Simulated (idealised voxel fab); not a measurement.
The name of this process module is voxel ribs on slabs.
The cross-section on display is named cut; it measures 160 nm wide, and its cells are 5 nm squares.
Heads up, the way a cross-section reads in here is a grid of square cells, handed over as bands from the top down, with every band being one or more rows of cells.
Basically the band line says how high the top is and how high the bottom is, in nm, and then what's in it from left to right, every material with its width in nm. Empty space shows up as "air", and if a single material carries "all across" it runs the full band edge to edge.
The level at which height equals 0 is the one under which the wafer, as it arrives, is entirely one material. No lower edge exists for the bottom band, which continues downward and is notated as in "0..down".
Graded width ("30..40"): value in top row of band = first number; value in bottom row = second number; row-to-row change constant.
"no change occurred" (step): cross-section cells unchanged, all of them.
Voids not open to the top, 8 cells minimum: see "Tabulated closed voids". Written width x height at distance; distance is from the left edge; nm.
What comes after the settings on a step's line is commentary from the simulator itself on that step.
overlay nm: right-of-plan distance of the mask on a masked step; negative values mean left-of-plan.

### So here's the lineup of process steps we planned
1,RECEIVE,material Si
2,DIRECTIONAL_DEP,material SiO2,thk nm 25
3,DIRECTIONAL_DEP,material SiN,thk nm 20
4,DIRECTIONAL_DEP,material aC,thk nm 10
5,PATTERN,tone cover,mask id RIB,material resist,width nm 30,thk nm 30,overlay nm 0
6,DIRECTIONAL_ETCH,etch materials aC,depth nm 10
7,STRIP,etch materials resist
8,DIRECTIONAL_ETCH,etch materials SiN,depth nm 10
9,STRIP,etch materials aC
10,DIRECTIONAL_DEP,material aC,thk nm 15
11,PATTERN,tone cover,mask id SLAB,material resist,width nm 90,thk nm 30,overlay nm 0
12,DIRECTIONAL_ETCH,etch materials aC,depth nm 15
13,STRIP,etch materials resist
14,DIRECTIONAL_ETCH,etch materials SiN,depth nm 10
15,STRIP,etch materials aC
16,FILL_DEP,material SiO2,thk nm 25
17,CMP,height nm 65
18,DIRECTIONAL_DEP,material TiN,thk nm 5
19,DIRECTIONAL_DEP,material aC,thk nm 15
20,PATTERN,tone cover,mask id HEATER,material resist,width nm 40,thk nm 30,overlay nm 0
21,DIRECTIONAL_ETCH,etch materials aC,depth nm 15
22,STRIP,etch materials resist
23,DIRECTIONAL_ETCH,etch materials TiN,depth nm 5
24,STRIP,etch materials aC
25,CONFORMAL_DEP,material SiN,thk nm 5

### Wafer cross-section on receipt, i.e. after step 1
> 0..down | Si all across
> Tabulated closed voids: none

### The plan above was carried out on the starting structure above with one mistake, and this cross-section shows the wafer at the end of the module
> 75..70 | 55 air; 50 SiN; 55 air
> 70..65 | 60 SiN; 40 TiN; 60 SiN
> 65..45 | SiO2 all across
> 45..35 | 65 SiO2; 30 SiN; 65 SiO2
> 35..25 | 40 SiO2; 90 SiN; 30 SiO2
> 25..0 | SiO2 all across
> 0..down | Si all across
> Tabulated closed voids: none
Deviation from plan: off-plan run, step 11, actual operation and settings PATTERN,tone cover,mask id SLAB,material resist,width nm 90,thk nm 30,overlay nm 5
